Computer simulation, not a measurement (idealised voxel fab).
Proc. module: voxel wiring stack
FYI the section here is cut, 235 nm wide, cells are 5 nm squares.
A cross-section is written here as square cells arranged in a grid, and it is given in bands from the top down, each band taking up one or more rows of cells. Per band: top height and bottom height in nm, followed by the left-to-right materials and their widths in nm; "full width" marks a single material spanning edge to edge, "air" marks empty space. Convention: height 0 is the level below which the wafer, as received, is all one material. The lowest band does not terminate at the bottom but continues downward, represented as "0 and below". Per-row width for "30->40": begins at first number (top row of band), ends at second number (bottom row), increment between rows held constant. You'll sometimes find "no modifications" written for a step, and that's the way of saying that nowhere in the cross-section did a cell change during that step. Voids not open to the top, 8 cells minimum: see "Closed internal voids". Written width x height at distance; distance is from the left edge; nm. Whatever follows a step's settings on its line is a remark the simulator itself makes about that step. When a step includes a mask, the "overlay nm" setting on its line states how far to the right of its planned place that mask lay, and negative values state how far to the left.
**Listed below are the process steps as planned**
1) RECEIVE,material Si
2) CONFORMAL_DEP,material SiO2,thk nm 10
3) DIRECTIONAL_DEP,material TiN,thk nm 5
4) DIRECTIONAL_DEP,material W,thk nm 15
5) MASKED_ETCH,tone cover,mask id METAL_1,width nm 20,pitch nm 50,etch materials W,depth nm 15,overlay nm 0
6) MASKED_ETCH,tone cover,mask id METAL_1,width nm 20,pitch nm 50,etch materials TiN,depth nm 5,overlay nm 0
7) FILL_DEP,material SiO2,thk nm 10
8) CMP,height nm 30
9) CONFORMAL_DEP,material SiCN,thk nm 5
10) DIRECTIONAL_DEP,material lowk,thk nm 25
11) MASKED_ETCH,tone open,mask id METAL_2,width nm 20,pitch nm 50,etch materials lowk,depth nm 15,overlay nm 0
12) PATTERN,tone open,mask id METAL_2_HOLES,material resist,width nm 15,pitch nm 50,thk nm 15,overlay nm 0
13) DIRECTIONAL_ETCH,etch materials lowk,depth nm 10
14) DIRECTIONAL_ETCH,etch materials SiCN,depth nm 5
15) STRIP,etch materials resist
16) CONFORMAL_DEP,material TiN,thk nm 5
17) FILL_DEP,material Ru,thk nm 5
18) CMP,height nm 60
19) CONFORMAL_DEP,material SiCN,thk nm 5
20) DIRECTIONAL_DEP,material SiO2,thk nm 20
21) MASKED_ETCH,tone open,mask id PLUG_2,width nm 15,pitch nm 100,etch materials SiO2,depth nm 20,overlay nm 0
22) MASKED_ETCH,tone open,mask id PLUG_2,width nm 15,pitch nm 100,etch materials SiCN,depth nm 5,overlay nm 0
23) CONFORMAL_DEP,material TiN,thk nm 5
24) FILL_DEP,material Cu,thk nm 5
25) CMP,height nm 85
26) CONFORMAL_DEP,material SiN,thk nm 5
27) DIRECTIONAL_DEP,material lowk,thk nm 20
28) DIRECTIONAL_DEP,material aC,thk nm 10
29) PATTERN,tone open,mask id METAL_3,material resist,width nm 20,pitch nm 50,thk nm 30,overlay nm 0
30) DIRECTIONAL_ETCH,etch materials aC,depth nm 10
31) STRIP,etch materials resist
32) DIRECTIONAL_ETCH,etch materials lowk,depth nm 20
33) DIRECTIONAL_ETCH,etch materials SiN,depth nm 5
34) STRIP,etch materials aC
35) CONFORMAL_DEP,material TiN,thk nm 5
36) FILL_DEP,material Cu,thk nm 5
37) CMP,height nm 110
38) EPI,material Ru,thk nm 5
39) FILL_DEP,material SiCN,thk nm 5
**As-received wafer cross-section (after step 1)**
> 0 and below | Si full width
> Closed internal voids: none
**first wafer at the end, as planned**
> 120 down to 115 | SiCN full width
> 115 down to 110 | SiCN 25 nm; Ru 30 nm; SiCN 20 nm; Ru 30 nm; SiCN 20 nm; Ru 30 nm; SiCN 20 nm; Ru 30 nm; SiCN 30 nm
> 110 down to 90 | lowk 30 nm; TiN 5 nm; Cu 10 nm; TiN 5 nm; lowk 30 nm; TiN 5 nm; Cu 10 nm; TiN 5 nm; lowk 30 nm; TiN 5 nm; Cu 10 nm; TiN 5 nm; lowk 30 nm; TiN 5 nm; Cu 10 nm; TiN 5 nm; lowk 35 nm
> 90 down to 85 | SiN 30 nm; TiN 20 nm; SiN 30 nm; TiN 20 nm; SiN 30 nm; TiN 20 nm; SiN 30 nm; TiN 20 nm; SiN 35 nm
> 85 down to 65 | SiO2 30 nm; TiN 5 nm; Cu 5 nm; TiN 5 nm; SiO2 85 nm; TiN 5 nm; Cu 5 nm; TiN 5 nm; SiO2 90 nm
> 65 down to 60 | SiCN 30 nm; TiN 15 nm; SiCN 85 nm; TiN 15 nm; SiCN 90 nm
> 60 down to 50 | lowk 30 nm; TiN 5 nm; Ru 10 nm; TiN 5 nm; lowk 30 nm; TiN 5 nm; Ru 10 nm; TiN 5 nm; lowk 30 nm; TiN 5 nm; Ru 10 nm; TiN 5 nm; lowk 30 nm; TiN 5 nm; Ru 10 nm; TiN 5 nm; lowk 35 nm
> 50 down to 45 | lowk 30 nm; TiN 5 nm; Ru 5 nm; TiN 10 nm; lowk 30 nm; TiN 5 nm; Ru 5 nm; TiN 10 nm; lowk 30 nm; TiN 5 nm; Ru 5 nm; TiN 10 nm; lowk 30 nm; TiN 5 nm; Ru 5 nm; TiN 10 nm; lowk 35 nm
> 45 down to 35 | lowk 30 nm; TiN 5 nm; Ru 5 nm; TiN 5 nm; lowk 35 nm; TiN 5 nm; Ru 5 nm; TiN 5 nm; lowk 35 nm; TiN 5 nm; Ru 5 nm; TiN 5 nm; lowk 35 nm; TiN 5 nm; Ru 5 nm; TiN 5 nm; lowk 40 nm
> 35 down to 30 | SiCN 30 nm; TiN 15 nm; SiCN 35 nm; TiN 15 nm; SiCN 35 nm; TiN 15 nm; SiCN 35 nm; TiN 15 nm; SiCN 40 nm
> 30 down to 15 | SiO2 30 nm; W 20 nm; SiO2 30 nm; W 20 nm; SiO2 30 nm; W 20 nm; SiO2 30 nm; W 20 nm; SiO2 35 nm
> 15 down to 10 | SiO2 30 nm; TiN 20 nm; SiO2 30 nm; TiN 20 nm; SiO2 30 nm; TiN 20 nm; SiO2 30 nm; TiN 20 nm; SiO2 35 nm
> 10 down to 0 | SiO2 full width
> 0 and below | Si full width
> Closed internal voids: none
**Cross-sectional view of the second of two wafers upon completion of the module. This wafer shared its starting condition and process plan with the first; one error was made during its execution**
> 120 down to 115 | SiCN full width
> 115 down to 110 | SiCN 25 nm; Ru 30 nm; SiCN 20 nm; Ru 30 nm; SiCN 20 nm; Ru 30 nm; SiCN 20 nm; Ru 30 nm; SiCN 30 nm
> 110 down to 90 | lowk 30 nm; TiN 5 nm; Cu 10 nm; TiN 5 nm; lowk 30 nm; TiN 5 nm; Cu 10 nm; TiN 5 nm; lowk 30 nm; TiN 5 nm; Cu 10 nm; TiN 5 nm; lowk 30 nm; TiN 5 nm; Cu 10 nm; TiN 5 nm; lowk 35 nm
> 90 down to 85 | SiN 30 nm; TiN 20 nm; SiN 30 nm; TiN 20 nm; SiN 30 nm; TiN 20 nm; SiN 30 nm; TiN 20 nm; SiN 35 nm
> 85 down to 65 | SiO2 30 nm; TiN 5 nm; Cu 5 nm; TiN 5 nm; SiO2 85 nm; TiN 5 nm; Cu 5 nm; TiN 5 nm; SiO2 90 nm
> 65 down to 60 | SiCN 30 nm; TiN 15 nm; SiCN 85 nm; TiN 15 nm; SiCN 90 nm
> 60 down to 35 | lowk full width
> 35 down to 30 | SiCN full width
> 30 down to 15 | SiO2 30 nm; W 20 nm; SiO2 30 nm; W 20 nm; SiO2 30 nm; W 20 nm; SiO2 30 nm; W 20 nm; SiO2 35 nm
> 15 down to 10 | SiO2 30 nm; TiN 20 nm; SiO2 30 nm; TiN 20 nm; SiO2 30 nm; TiN 20 nm; SiO2 30 nm; TiN 20 nm; SiO2 35 nm
> 10 down to 0 | SiO2 full width
> 0 and below | Si full width
> Closed internal voids: none
Nonconformance to the process plan: step 10 of the plan was performed twice
The closing comparison, in cells, has the second wafer with more or fewer of some materials than the first: 28 fewer of Ru; 12 more of SiCN; 56 fewer of TiN; 72 more of lowk
